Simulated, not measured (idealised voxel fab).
voxel wiring stack: a process module
Section cut is 280 nm wide and gridded with 5 nm square cells.
Cross-section layout: square cells on a grid; listed as bands, top to bottom; a band spans one or more cell rows.
Each band's line starts with the height of the band's top and of its bottom, in nm. Then come its materials from left to right, each with its width in nm. One material with "everywhere" fills the band from edge to edge. "air" is empty space.
Where do heights start? At 0: under that level the wafer as delivered is made of one material only. And the lowest band has no floor; it just carries on downward, as in "0..down".
Top row gets the first number, bottom row gets the second, and each row in between changes by the same step: that is how a band width like "30->40" works.
Where a step carries "nothing got changed", the cross-section came out of it unchanged, cell for cell.
So "Unvented voids" is basically the list of trapped voids: any empty space of 8 cells or more that can't reach the top through an opening. They're written width x height at distance, the distance being from the left edge, and it's all nm.
The remark found on a step's line after its settings is issued by the simulator itself and pertains to that step.
For masked steps, "overlay nm" on the step line gives how far right of plan the mask actually lay; a minus sign means it lay to the left.

[Here's what the planned process steps look like]
1,RECEIVE (material Si)
2,CONFORMAL_DEP (material SiO2; thk nm 10)
3,CONFORMAL_DEP (material SiN; thk nm 5)
4,DIRECTIONAL_DEP (material lowk; thk nm 25)
5,PATTERN (tone open; mask id METAL_1; material resist; width nm 25; pitch nm 40; thk nm 20; overlay nm 0)
6,DIRECTIONAL_ETCH (etch materials lowk; depth nm 25)
7,DIRECTIONAL_ETCH (etch materials SiN; depth nm 5)
8,STRIP (etch materials resist)
9,CONFORMAL_DEP (material TiN; thk nm 5)
10,FILL_DEP (material W; thk nm 5)
11,CMP (height nm 40)
12,CONFORMAL_DEP (material SiCN; thk nm 5)
13,DIRECTIONAL_DEP (material SiO2; thk nm 30)
14,PATTERN (tone open; mask id METAL_2_HOLES; material resist; width nm 15; pitch nm 40; thk nm 20; overlay nm 0)
15,DIRECTIONAL_ETCH (etch materials SiO2; depth nm 30)
16,STRIP (etch materials resist)
17,DIRECTIONAL_DEP (material aC; thk nm 15)
18,PATTERN (tone open; mask id METAL_2; material resist; width nm 25; pitch nm 40; thk nm 30; overlay nm 0)
19,DIRECTIONAL_ETCH (etch materials aC; depth nm 15)
20,STRIP (etch materials resist)
21,DIRECTIONAL_ETCH (etch materials SiO2; depth nm 15)
22,DIRECTIONAL_ETCH (etch materials SiCN; depth nm 5)
23,STRIP (etch materials aC)
24,CONFORMAL_DEP (material TiN; thk nm 5)
25,FILL_DEP (material Cu; thk nm 10)
26,CMP (height nm 75)
27,CONFORMAL_DEP (material SiCN; thk nm 5)
28,DIRECTIONAL_DEP (material lowk; thk nm 25)
29,PATTERN (tone open; mask id METAL_3_HOLES; material resist; width nm 15; pitch nm 40; thk nm 20; overlay nm 0)
30,DIRECTIONAL_ETCH (etch materials lowk; depth nm 25)
31,STRIP (etch materials resist)
32,DIRECTIONAL_DEP (material aC; thk nm 10)
33,PATTERN (tone open; mask id METAL_3; material resist; width nm 25; pitch nm 40; thk nm 30; overlay nm 0)
34,DIRECTIONAL_ETCH (etch materials aC; depth nm 10)
35,STRIP (etch materials resist)
36,DIRECTIONAL_ETCH (etch materials lowk; depth nm 15)
37,DIRECTIONAL_ETCH (etch materials SiCN; depth nm 5)
38,STRIP (etch materials aC)
39,CONFORMAL_DEP (material TiN; thk nm 5)
40,FILL_DEP (material Cu; thk nm 10)
41,CMP (height nm 105)
42,CONFORMAL_DEP (material SiCN; thk nm 5)

[The cross-section here shows the wafer as received, i.e. in its state after step 1]
  0..down: Si everywhere
  Unvented voids: none

[Cross-section: first of two wafers, module finished, run according to plan]
  110..105: SiCN everywhere
  105..95: lowk: 65, then TiN: 5, then Cu: 15, then TiN: 5, then lowk: 15, then TiN: 5, then Cu: 15, then TiN: 5, then lowk: 15, then TiN: 5, then Cu: 15, then TiN: 5, then lowk: 15, then TiN: 5, then Cu: 15, then TiN: 5, then lowk: 70
  95..90: lowk: 65, then TiN: 5, then Cu: 5, then TiN: 15, then lowk: 15, then TiN: 5, then Cu: 5, then TiN: 15, then lowk: 15, then TiN: 5, then Cu: 5, then TiN: 15, then lowk: 15, then TiN: 5, then Cu: 5, then TiN: 15, then lowk: 70
  90..80: lowk: 65, then TiN: 5, then Cu: 5, then TiN: 5, then lowk: 25, then TiN: 5, then Cu: 5, then TiN: 5, then lowk: 25, then TiN: 5, then Cu: 5, then TiN: 5, then lowk: 25, then TiN: 5, then Cu: 5, then TiN: 5, then lowk: 80
  80..75: SiCN: 65, then TiN: 15, then SiCN: 25, then TiN: 15, then SiCN: 25, then TiN: 15, then SiCN: 25, then TiN: 15, then SiCN: 80
  75..65: SiO2: 65, then TiN: 5, then Cu: 15, then TiN: 5, then SiO2: 15, then TiN: 5, then Cu: 15, then TiN: 5, then SiO2: 15, then TiN: 5, then Cu: 15, then TiN: 5, then SiO2: 15, then TiN: 5, then Cu: 15, then TiN: 5, then SiO2: 70
  65..60: SiO2: 65, then TiN: 5, then Cu: 5, then TiN: 15, then SiO2: 15, then TiN: 5, then Cu: 5, then TiN: 15, then SiO2: 15, then TiN: 5, then Cu: 5, then TiN: 15, then SiO2: 15, then TiN: 5, then Cu: 5, then TiN: 15, then SiO2: 70
  60..45: SiO2: 65, then TiN: 5, then Cu: 5, then TiN: 5, then SiO2: 25, then TiN: 5, then Cu: 5, then TiN: 5, then SiO2: 25, then TiN: 5, then Cu: 5, then TiN: 5, then SiO2: 25, then TiN: 5, then Cu: 5, then TiN: 5, then SiO2: 80
  45..40: SiCN: 65, then TiN: 15, then SiCN: 25, then TiN: 15, then SiCN: 25, then TiN: 15, then SiCN: 25, then TiN: 15, then SiCN: 80
  40..15: lowk: 65, then TiN: 5, then W: 15, then TiN: 5, then lowk: 15, then TiN: 5, then W: 15, then TiN: 5, then lowk: 15, then TiN: 5, then W: 15, then TiN: 5, then lowk: 15, then TiN: 5, then W: 15, then TiN: 5, then lowk: 70
  15..10: SiN: 65, then TiN: 25, then SiN: 15, then TiN: 25, then SiN: 15, then TiN: 25, then SiN: 15, then TiN: 25, then SiN: 70
  10..0: SiO2 everywhere
  0..down: Si everywhere
  Unvented voids: none

[This is the second of the two wafers, cross-sectioned at the end of the module; it started exactly like the first and was given the same plan, but it was run with one mistake]
  110..105: SiCN everywhere
  105..95: lowk: 65, then TiN: 5, then Cu: 15, then TiN: 5, then lowk: 15, then TiN: 5, then Cu: 15, then TiN: 5, then lowk: 15, then TiN: 5, then Cu: 15, then TiN: 5, then lowk: 15, then TiN: 5, then Cu: 15, then TiN: 5, then lowk: 70
  95..90: lowk: 65, then TiN: 5, then Cu: 5, then TiN: 15, then lowk: 15, then TiN: 5, then Cu: 5, then TiN: 15, then lowk: 15, then TiN: 5, then Cu: 5, then TiN: 15, then lowk: 15, then TiN: 5, then Cu: 5, then TiN: 15, then lowk: 70
  90..80: lowk: 65, then TiN: 5, then Cu: 5, then TiN: 5, then lowk: 25, then TiN: 5, then Cu: 5, then TiN: 5, then lowk: 25, then TiN: 5, then Cu: 5, then TiN: 5, then lowk: 25, then TiN: 5, then Cu: 5, then TiN: 5, then lowk: 80
  80..75: SiCN: 65, then TiN: 15, then SiCN: 25, then TiN: 15, then SiCN: 25, then TiN: 15, then SiCN: 25, then TiN: 15, then SiCN: 80
  75..65: SiO2: 65, then TiN: 5, then Cu: 15, then TiN: 5, then SiO2: 15, then TiN: 5, then Cu: 15, then TiN: 5, then SiO2: 15, then TiN: 5, then Cu: 15, then TiN: 5, then SiO2: 15, then TiN: 5, then Cu: 15, then TiN: 5, then SiO2: 70
  65..60: SiO2: 65, then TiN: 5, then Cu: 5, then TiN: 15, then SiO2: 15, then TiN: 5, then Cu: 5, then TiN: 15, then SiO2: 15, then TiN: 5, then Cu: 5, then TiN: 15, then SiO2: 15, then TiN: 5, then Cu: 5, then TiN: 15, then SiO2: 70
  60..45: SiO2: 65, then TiN: 5, then Cu: 5, then TiN: 5, then SiO2: 25, then TiN: 5, then Cu: 5, then TiN: 5, then SiO2: 25, then TiN: 5, then Cu: 5, then TiN: 5, then SiO2: 25, then TiN: 5, then Cu: 5, then TiN: 5, then SiO2: 80
  45..40: SiCN: 65, then TiN: 15, then SiCN: 25, then TiN: 15, then SiCN: 25, then TiN: 15, then SiCN: 25, then TiN: 15, then SiCN: 80
  40..15: W: 60, then TiN: 5, then lowk: 25, then TiN: 5, then W: 5, then TiN: 5, then lowk: 25, then TiN: 5, then W: 5, then TiN: 5, then lowk: 25, then TiN: 5, then W: 5, then TiN: 5, then lowk: 25, then TiN: 5, then W: 65
  15..10: TiN: 65, then SiN: 25, then TiN: 15, then SiN: 25, then TiN: 15, then SiN: 25, then TiN: 15, then SiN: 25, then TiN: 70
  10..0: SiO2 everywhere
  0..down: Si everywhere
  Unvented voids: none
Processing error: in deviation from the planned setting, step 5 was conducted as PATTERN (tone cover; mask id METAL_1; material resist; width nm 25; pitch nm 40; thk nm 20; overlay nm 0)
Materials where the second wafer ends with more or fewer cells than the first: SiN -16, TiN +16, W +80, lowk -80
